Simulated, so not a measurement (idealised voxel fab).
The following is a process module called voxel local oxidation.
Pictured: cross-section cut, 255 nm wide, on a grid of 5 nm square cells.
In this document a cross-section is written as a grid of square cells. It is given as a series of bands, listed from the top down, and a band is one or more rows of cells.
The band entry comprises the height of the band's top followed by the height of its bottom, expressed in nm, and subsequently the band's materials from left to right, each stated together with its width in nm. Where a single material is marked with the word "full width", that material fills the band from edge to edge. The word "empty" represents empty space.
Heights are reckoned from 0. Under this level, the received wafer is all of one material. The bottommost band is open-ended downward, for example "top 0, no bottom".
When a width is written as two numbers, as in "30->40", the first number is the width in the top row of cells of the band and the second is the width in its bottom row, and the width changes by the same amount from each row to the next.
"changes: none" for a step: no cell of the cross-section changed in that step.
Reported under the label "Enclosed cavity list" are the empty spaces having no open way to the top and comprising 8 cells or more; the notation for each is width x height at distance, in which the distance is measured from the left edge and all three values are in nm.
Past the settings on a step's line: simulator remark, on that step.
What "overlay nm" on a step's line means: if the step has a mask, that mask lay this far to the right of its planned place, or, when the value is negative, to the left.

[Process steps (planned)]
1. RECEIVE,material Si
2. CONFORMAL_DEP,material SiO2,thk nm 5
3. CONFORMAL_DEP,material SiN,thk nm 15
4. DIRECTIONAL_DEP,material aC,thk nm 15
5. PATTERN,tone cover,mask id ACTIVE,material resist,width nm 130,thk nm 35,overlay nm 0
6. DIRECTIONAL_ETCH,etch materials aC,depth nm 15
7. STRIP,etch materials resist
8. DIRECTIONAL_ETCH,etch materials SiN,depth nm 15
9. STRIP,etch materials aC
10. SELECTIVE_ETCH,etch materials SiO2,depth nm 5
11. OXIDIZE,depth nm 15
12. STRIP,etch materials SiN

[The cross-section here shows the wafer as received, i.e. in its state after step 1]
top 0, no bottom  Si full width
Enclosed cavity list: none

[The following cross-section depicts the wafer upon conclusion of the module. Processing commenced from the starting condition illustrated above and adhered to the plan illustrated above, save for one mistake in execution]
top 5, bottom 0  55 empty | 120 SiO2 | 80 empty
top 0, bottom -15  70 SiO2 | 90 Si | 95 SiO2
top -15, no bottom  Si full width
Enclosed cavity list: none
Deviation noted in wafer processing: step 5 ran as: PATTERN,tone cover,mask id ACTIVE,material resist,width nm 130,thk nm 35,overlay nm -10
